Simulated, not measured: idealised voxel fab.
Proc. module: voxel quadruple lines
Shown is cross-section cut, with a width of 165 nm and square cells of size 5 nm.
Cross-section, as written here: a square-cell grid given band by band from the top down, where a band holds one or more rows of cells.
First you get the band's top height and its bottom height, in nm, and then the materials it's made of, left to right, with each width in nm. If you see a single material with "all across", that one covers the band edge to edge. "air" is empty space.
Where do heights start? At 0: under that level the wafer as delivered is made of one material only. And the lowest band has no floor; it just carries on downward, as in "z 0 and below".
Per-row width for "30..40": begins at first number (top row of band), ends at second number (bottom row), increment between rows held constant.
You'll sometimes find "remained the same" written for a step, and that's the way of saying that nowhere in the cross-section did a cell change during that step.
"Enclosed void inventory": sealed empty spaces, 8 cells or more, no open way to top, listed width x height at distance, with distance from the left edge and width, height and distance in nm.
Whatever follows a step's settings on its line is a remark the simulator itself makes about that step.
overlay nm: how far to the right of its planned place the mask lay on this masked step (negative: to the left).

The following list gives the planned process steps:
1 RECEIVE, material Si
2 CONFORMAL_DEP, material SiO2, thk nm 10
3 DIRECTIONAL_DEP, material TiN, thk nm 15
4 DIRECTIONAL_DEP, material polySi, thk nm 15
5 DIRECTIONAL_DEP, material aC, thk nm 20
6 PATTERN, tone cover, mask id MANDREL, material resist, width nm 25, thk nm 30, overlay nm 0
7 DIRECTIONAL_ETCH, etch materials aC, depth nm 20
8 STRIP, etch materials resist
9 CONFORMAL_DEP, material SiO2, thk nm 15
10 DIRECTIONAL_ETCH, etch materials SiO2, depth nm 15
11 STRIP, etch materials aC
12 DIRECTIONAL_ETCH, etch materials polySi, depth nm 15
13 STRIP, etch materials SiO2
14 CONFORMAL_DEP, material SiCN, thk nm 5
15 DIRECTIONAL_ETCH, etch materials SiCN, depth nm 5
16 STRIP, etch materials polySi
17 DIRECTIONAL_ETCH, etch materials TiN, depth nm 15
18 STRIP, etch materials SiCN

Below: the first of two wafers, run as planned:

Wafer cross-section on receipt, i.e. after step 1:
- z 0 and below | Si all across
- Enclosed void inventory: none

Step 2 complete: cross-section through the wafer:
- z 10 to 0 | SiO2 all across
- Under 0: no change, same as before.

Step 3 complete: cross-section through the wafer:
- z 25 to 10 | TiN all across
- Under 10: no change, same as before.

Step 4 complete: cross-section through the wafer:
- z 40 to 25 | polySi all across
- Under 25: no change, same as before.

Step 5 complete: cross-section through the wafer:
- z 60 to 40 | aC all across
- Under 40: no change, same as before.

Step 6 complete: cross-section through the wafer:
- z 90 to 60 | 70 of air / 25 of resist / 70 of air
- Under 60: no change, same as before.

Step 7 complete: cross-section through the wafer:
- z 70 to 60 | 70 of air / 25 of resist / 70 of air
- z 60 to 40 | 70 of air / 25 of aC / 70 of air
- Under 40: no change, same as before.

Step 8 complete: cross-section through the wafer:
- z 60 to 40 | 70 of air / 25 of aC / 70 of air
- Under 40: no change, same as before.

Step 9 complete: cross-section through the wafer:
- z 75 to 60 | 55 of air / 55 of SiO2 / 55 of air
- z 60 to 55 | 55 of air / 15 of SiO2 / 25 of aC / 15 of SiO2 / 55 of air
- z 55 to 40 | 70 of SiO2 / 25 of aC / 70 of SiO2
- Under 40: no change, same as before.

Step 10 complete: cross-section through the wafer:
- z 60 to 40 | 55 of air / 15 of SiO2 / 25 of aC / 15 of SiO2 / 55 of air
- Under 40: no change, same as before.

Step 11 complete: cross-section through the wafer:
- z 60 to 40 | 55 of air / 15 of SiO2 / 25 of air / 15 of SiO2 / 55 of air
- Under 40: no change, same as before.

Step 12 complete: cross-section through the wafer:
- z 60 to 40 | 55 of air / 15 of SiO2 / 25 of air / 15 of SiO2 / 55 of air
- z 40 to 25 | 55 of air / 15 of polySi / 25 of air / 15 of polySi / 55 of air
- Under 25: no change, same as before.

Step 13 complete: cross-section through the wafer:
- z 40 to 25 | 55 of air / 15 of polySi / 25 of air / 15 of polySi / 55 of air
- Under 25: no change, same as before.

Step 14 complete: cross-section through the wafer:
- z 45 to 40 | 50 of air / 25 of SiCN / 15 of air / 25 of SiCN / 50 of air
- z 40 to 30 | 50 of air / 5 of SiCN / 15 of polySi / 5 of SiCN / 15 of air / 5 of SiCN / 15 of polySi / 5 of SiCN / 50 of air
- z 30 to 25 | 55 of SiCN / 15 of polySi / 25 of SiCN / 15 of polySi / 55 of SiCN
- Under 25: no change, same as before.

Step 15 complete: cross-section through the wafer:
- z 40 to 25 | 50 of air / 5 of SiCN / 15 of polySi / 5 of SiCN / 15 of air / 5 of SiCN / 15 of polySi / 5 of SiCN / 50 of air
- Under 25: no change, same as before.

Step 16 complete: cross-section through the wafer:
- z 40 to 25 | 50 of air / 5 of SiCN / 15 of air / 5 of SiCN / 15 of air / 5 of SiCN / 15 of air / 5 of SiCN / 50 of air
- Under 25: no change, same as before.

Step 17 complete: cross-section through the wafer:
- z 40 to 25 | 50 of air / 5 of SiCN / 15 of air / 5 of SiCN / 15 of air / 5 of SiCN / 15 of air / 5 of SiCN / 50 of air
- z 25 to 10 | 50 of air / 5 of TiN / 15 of air / 5 of TiN / 15 of air / 5 of TiN / 15 of air / 5 of TiN / 50 of air
- Under 10: no change, same as before.

Step 18 complete: cross-section through the wafer:
- z 25 to 10 | 50 of air / 5 of TiN / 15 of air / 5 of TiN / 15 of air / 5 of TiN / 15 of air / 5 of TiN / 50 of air
- Under 10: no change, same as before.

The second wafer was prepared from the same starting point and under the same plan as the first; its processing contained one mistake, and it remains indistinguishable from the first wafer up to and including step 1:

Cross-section, second wafer, at the end time the plan gives for step 2:
- z 15 to 0 | SiO2 all across
- Under 0: no change, same as before.

Cross-section, second wafer, at the end time the plan gives for step 3:
- z 30 to 15 | TiN all across
- Under 15: no change, same as before.

Cross-section, second wafer, at the end time the plan gives for step 4:
- z 45 to 30 | polySi all across
- Under 30: no change, same as before.

Cross-section, second wafer, at the end time the plan gives for step 5:
- z 65 to 45 | aC all across
- Under 45: no change, same as before.

Cross-section, second wafer, at the end time the plan gives for step 6:
- z 95 to 65 | 70 of air / 25 of resist / 70 of air
- Under 65: no change, same as before.

Cross-section, second wafer, at the end time the plan gives for step 7:
- z 75 to 65 | 70 of air / 25 of resist / 70 of air
- z 65 to 45 | 70 of air / 25 of aC / 70 of air
- Under 45: no change, same as before.

Cross-section, second wafer, at the end time the plan gives for step 8:
- z 65 to 45 | 70 of air / 25 of aC / 70 of air
- Under 45: no change, same as before.

Cross-section, second wafer, at the end time the plan gives for step 9:
- z 80 to 65 | 55 of air / 55 of SiO2 / 55 of air
- z 65 to 60 | 55 of air / 15 of SiO2 / 25 of aC / 15 of SiO2 / 55 of air
- z 60 to 45 | 70 of SiO2 / 25 of aC / 70 of SiO2
- Under 45: no change, same as before.

Cross-section, second wafer, at the end time the plan gives for step 10:
- z 65 to 45 | 55 of air / 15 of SiO2 / 25 of aC / 15 of SiO2 / 55 of air
- Under 45: no change, same as before.

Cross-section, second wafer, at the end time the plan gives for step 11:
- z 65 to 45 | 55 of air / 15 of SiO2 / 25 of air / 15 of SiO2 / 55 of air
- Under 45: no change, same as before.

Cross-section, second wafer, at the end time the plan gives for step 12:
- z 65 to 45 | 55 of air / 15 of SiO2 / 25 of air / 15 of SiO2 / 55 of air
- z 45 to 30 | 55 of air / 15 of polySi / 25 of air / 15 of polySi / 55 of air
- Under 30: no change, same as before.

Cross-section, second wafer, at the end time the plan gives for step 13:
- z 45 to 30 | 55 of air / 15 of polySi / 25 of air / 15 of polySi / 55 of air
- Under 30: no change, same as before.

Cross-section, second wafer, at the end time the plan gives for step 14:
- z 50 to 45 | 50 of air / 25 of SiCN / 15 of air / 25 of SiCN / 50 of air
- z 45 to 35 | 50 of air / 5 of SiCN / 15 of polySi / 5 of SiCN / 15 of air / 5 of SiCN / 15 of polySi / 5 of SiCN / 50 of air
- z 35 to 30 | 55 of SiCN / 15 of polySi / 25 of SiCN / 15 of polySi / 55 of SiCN
- Under 30: no change, same as before.

Cross-section, second wafer, at the end time the plan gives for step 15:
- z 45 to 30 | 50 of air / 5 of SiCN / 15 of polySi / 5 of SiCN / 15 of air / 5 of SiCN / 15 of polySi / 5 of SiCN / 50 of air
- Under 30: no change, same as before.

Cross-section, second wafer, at the end time the plan gives for step 16:
- z 45 to 30 | 50 of air / 5 of SiCN / 15 of air / 5 of SiCN / 15 of air / 5 of SiCN / 15 of air / 5 of SiCN / 50 of air
- Under 30: no change, same as before.

Cross-section, second wafer, at the end time the plan gives for step 17:
- z 45 to 30 | 50 of air / 5 of SiCN / 15 of air / 5 of SiCN / 15 of air / 5 of SiCN / 15 of air / 5 of SiCN / 50 of air
- z 30 to 15 | 50 of air / 5 of TiN / 15 of air / 5 of TiN / 15 of air / 5 of TiN / 15 of air / 5 of TiN / 50 of air
- Under 15: no change, same as before.

Cross-section, second wafer, at the end time the plan gives for step 18:
- z 30 to 15 | 50 of air / 5 of TiN / 15 of air / 5 of TiN / 15 of air / 5 of TiN / 15 of air / 5 of TiN / 50 of air
- Under 15: no change, same as before.
What was the processing mistake? step 2 ran with different settings than intended, the actual operation and settings being CONFORMAL_DEP, material SiO2, thk nm 15
End of process, cell counts, second wafer against first, materials with more or fewer: 33 more of SiO2
